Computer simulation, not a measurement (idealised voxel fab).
The document below concerns the process module designated voxel plated lines.
Cross-sectional view cut (width: 225 nm; square cell size: 5 nm).
This document writes a cross-section as a grid whose cells are square, and gives it as bands, listed from the top down; one or more rows of cells form a band.
Within each band entry, the heights of the top and of the bottom of the band appear first, in that order and in nm; the materials of the band then follow from left to right, each with its corresponding width in nm. The designation "everywhere" on a single material indicates that it fills the band from edge to edge; the designation "air" indicates empty space.
Measure heights from 0. That's the level where, below it, the as-received wafer is all one material. The lowest band is bottomless and extends downward; write it as in "0..down".
Note: "30 to 40" means the width goes from the first number (top row of the band) to the second number (bottom row) in equal steps per row of cells.
Any step labelled "no alteration" changed none of the cells in the cross-section.
Sealed internal cavities: empty space of 8 cells or more with no open way to the top, each as width x height at its distance from the left edge, in nm
What comes after the settings on a step's line is commentary from the simulator itself on that step.
overlay nm: step with mask; distance mask lay right of planned place; negative value = left of planned place.

These are the steps we planned for the process:
1: RECEIVE: material Si
2: CONFORMAL_DEP: material Al2O3, thk nm 15
3: DIRECTIONAL_DEP: material TiN, thk nm 5
4: PATTERN: tone open, mask id LINES, material resist, width nm 30, pitch nm 55, thk nm 30, overlay nm 0
5: EPI: material Ru, thk nm 5
6: EPI: material Ru, thk nm 5
7: STRIP: etch materials resist
8: DIRECTIONAL_ETCH: etch materials TiN, depth nm 5
9: CONFORMAL_DEP: material SiO2, thk nm 10

Cross-section of the wafer upon arrival, representing the state reached after step 1:
* 0..down | Si everywhere
* Sealed internal cavities: none

The plan above was carried out on the starting structure above with one mistake, and this cross-section shows the wafer at the end of the module:
* 35..25 | 5 of air  50 of SiO2  5 of air  50 of SiO2  5 of air  50 of SiO2  5 of air  50 of SiO2  5 of air
* 25..20 | 15 of SiO2  30 of Ru  25 of SiO2  30 of Ru  25 of SiO2  30 of Ru  25 of SiO2  30 of Ru  15 of SiO2
* 20..15 | 15 of SiO2  30 of TiN  25 of SiO2  30 of TiN  25 of SiO2  30 of TiN  25 of SiO2  30 of TiN  15 of SiO2
* 15..0 | Al2O3 everywhere
* 0..down | Si everywhere
* Sealed internal cavities: none
Where did the run depart from the plan? one step among 5 and 6 (all identical) missing; cannot tell which
